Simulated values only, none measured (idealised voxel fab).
Documented hereafter: the process module known as voxel capacitor over wiring.
This is section cut - it's 210 nm across, gridded in 5 nm square cells.
In this document a cross-section is written as a grid of square cells. It is given as a series of bands, listed from the top down, and a band is one or more rows of cells.
This entry defines a band. It first specifies the height of the band's top and the height of its bottom in nm, and then specifies the band's materials from left to right, stating each material with its width in nm. The word "everywhere" identifies a single material that fills the band from edge to edge, while the word "blank" identifies empty space.
It should be noted that heights are counted from 0, beneath which the wafer as supplied is of one material throughout, and that the lowest band possesses no lower boundary but continues downward, as written in "0..down".
The two numbers in a width such as "30->40" mark its ends across the band: the first belongs to the top row of cells, the second to the bottom row, and from each row to the next the width moves by the same amount.
"same as before" for a step: no cell of the cross-section changed in that step.
The entry "Closed cavities" lists the empty spaces that cover at least 8 cells and have no open path to the top. Each is written as width x height at distance, where the distance is measured from the left edge and all three values are in nm.
Whatever follows a step's settings on its line is a remark the simulator itself makes about that step.
What "overlay nm" on a step's line means: if the step has a mask, that mask lay this far to the right of its planned place, or, when the value is negative, to the left.
List of planned process steps
1,op RECEIVE | material Si
2,op CONFORMAL_DEP | material SiO2 | thk nm 15
3,op CONFORMAL_DEP | material SiCN | thk nm 5
4,op DIRECTIONAL_DEP | material SiO2 | thk nm 25
5,op MASKED_ETCH | tone open | mask id METAL_1 | width nm 25 | pitch nm 75 | etch materials SiO2 | depth nm 25 | overlay nm 0
6,op MASKED_ETCH | tone open | mask id METAL_1 | width nm 25 | pitch nm 75 | etch materials SiCN | depth nm 5 | overlay nm 0
7,op CONFORMAL_DEP | material TiN | thk nm 5
8,op FILL_DEP | material W | thk nm 10
9,op CMP | height nm 45
10,op EPI | material Ru | thk nm 5
11,op FILL_DEP | material SiCN | thk nm 5
12,op DIRECTIONAL_DEP | material SiO2 | thk nm 10
13,op MASKED_ETCH | tone open | mask id PLUG_1 | width nm 15 | etch materials SiO2 | depth nm 10 | overlay nm 0
14,op MASKED_ETCH | tone open | mask id PLUG_1 | width nm 15 | etch materials SiCN | depth nm 5 | overlay nm 0
15,op CONFORMAL_DEP | material TiN | thk nm 5
16,op FILL_DEP | material W | thk nm 5
17,op CMP | height nm 65
18,op DIRECTIONAL_DEP | material TiN | thk nm 10
19,op DIRECTIONAL_DEP | material Al2O3 | thk nm 5
20,op DIRECTIONAL_DEP | material TiN | thk nm 10
21,op PATTERN | tone cover | mask id UPPER_PLATE | material resist | width nm 55 | thk nm 20 | overlay nm 0
22,op DIRECTIONAL_ETCH | etch materials TiN | depth nm 10
23,op DIRECTIONAL_ETCH | etch materials Al2O3 | depth nm 5
24,op STRIP | etch materials resist
25,op PATTERN | tone cover | mask id LOWER_PLATE | material resist | width nm 65 | thk nm 15 | overlay nm 0
26,op DIRECTIONAL_ETCH | etch materials TiN | depth nm 10
27,op STRIP | etch materials resist
28,op FILL_DEP | material SiO2 | thk nm 20
29,op CMP | height nm 105
30,op PATTERN | tone open | mask id PLUG_2 | material resist | width nm 15 | thk nm 20 | overlay nm 0
31,op DIRECTIONAL_ETCH | etch materials SiO2 | depth nm 15
32,op STRIP | etch materials resist
33,op CONFORMAL_DEP | material TiN | thk nm 5
34,op FILL_DEP | material Ru | thk nm 5
35,op CMP | height nm 105
36,op CONFORMAL_DEP | material SiCN | thk nm 5
Received-state cross-section, reflecting completion of step 1
  0..down | Si everywhere
  Closed cavities: none
Cross-sectional view of the first of the two wafers upon completion of the module, processed in accordance with the plan
  110..105 | SiCN everywhere
  105..95 | 75 nm SiO2 / 5 nm TiN / 5 nm Ru / 5 nm TiN / 120 nm SiO2
  95..90 | 75 nm SiO2 / 15 nm TiN / 120 nm SiO2
  90..80 | 65 nm SiO2 / 55 nm TiN / 90 nm SiO2
  80..75 | 65 nm SiO2 / 55 nm Al2O3 / 90 nm SiO2
  75..65 | 60 nm SiO2 / 65 nm TiN / 85 nm SiO2
  65..55 | 65 nm SiO2 / 5 nm TiN / 5 nm W / 5 nm TiN / 130 nm SiO2
  55..50 | 65 nm SiCN / 15 nm TiN / 130 nm SiCN
  50..45 | 50 nm SiCN / 35 nm Ru / 40 nm SiCN / 35 nm Ru / 50 nm SiCN
  45..20 | 55 nm SiO2 / 5 nm TiN / 15 nm W / 5 nm TiN / 50 nm SiO2 / 5 nm TiN / 15 nm W / 5 nm TiN / 55 nm SiO2
  20..15 | 55 nm SiCN / 25 nm TiN / 50 nm SiCN / 25 nm TiN / 55 nm SiCN
  15..0 | SiO2 everywhere
  0..down | Si everywhere
  Closed cavities: none
Cross-section at end of module for the second wafer of two, which matched the first in starting point and plan and differed by one mistake in its processing
  110..105 | SiCN everywhere
  105..95 | 75 nm SiO2 / 5 nm TiN / 5 nm Ru / 5 nm TiN / 120 nm SiO2
  95..90 | 75 nm SiO2 / 15 nm TiN / 120 nm SiO2
  90..80 | 65 nm SiO2 / 55 nm TiN / 90 nm SiO2
  80..75 | 65 nm SiO2 / 55 nm Al2O3 / 90 nm SiO2
  75..65 | 60 nm SiO2 / 65 nm TiN / 85 nm SiO2
  65..55 | 65 nm SiO2 / 5 nm TiN / 5 nm W / 5 nm TiN / 130 nm SiO2
  55..50 | 65 nm SiCN / 15 nm TiN / 130 nm SiCN
  50..45 | 50 nm SiCN / 35 nm Ru / 40 nm SiCN / 35 nm Ru / 50 nm SiCN
  45..30 | 55 nm SiO2 / 5 nm TiN / 15 nm W / 5 nm TiN / 50 nm SiO2 / 5 nm TiN / 15 nm W / 5 nm TiN / 55 nm SiO2
  30..25 | 55 nm SiCN / 25 nm TiN / 50 nm SiCN / 25 nm TiN / 55 nm SiCN
  25..15 | SiCN everywhere
  15..0 | SiO2 everywhere
  0..down | Si everywhere
  Closed cavities: none
Where did the run depart from the plan? note that step 3 departed from the planned setting and was carried out as op CONFORMAL_DEP | material SiCN | thk nm 15
It is noted that, at the conclusion of processing, the second wafer exhibits a higher or lower cell count for certain materials relative to the first: +84 SiCN, -64 SiO2, -8 TiN, -12 W
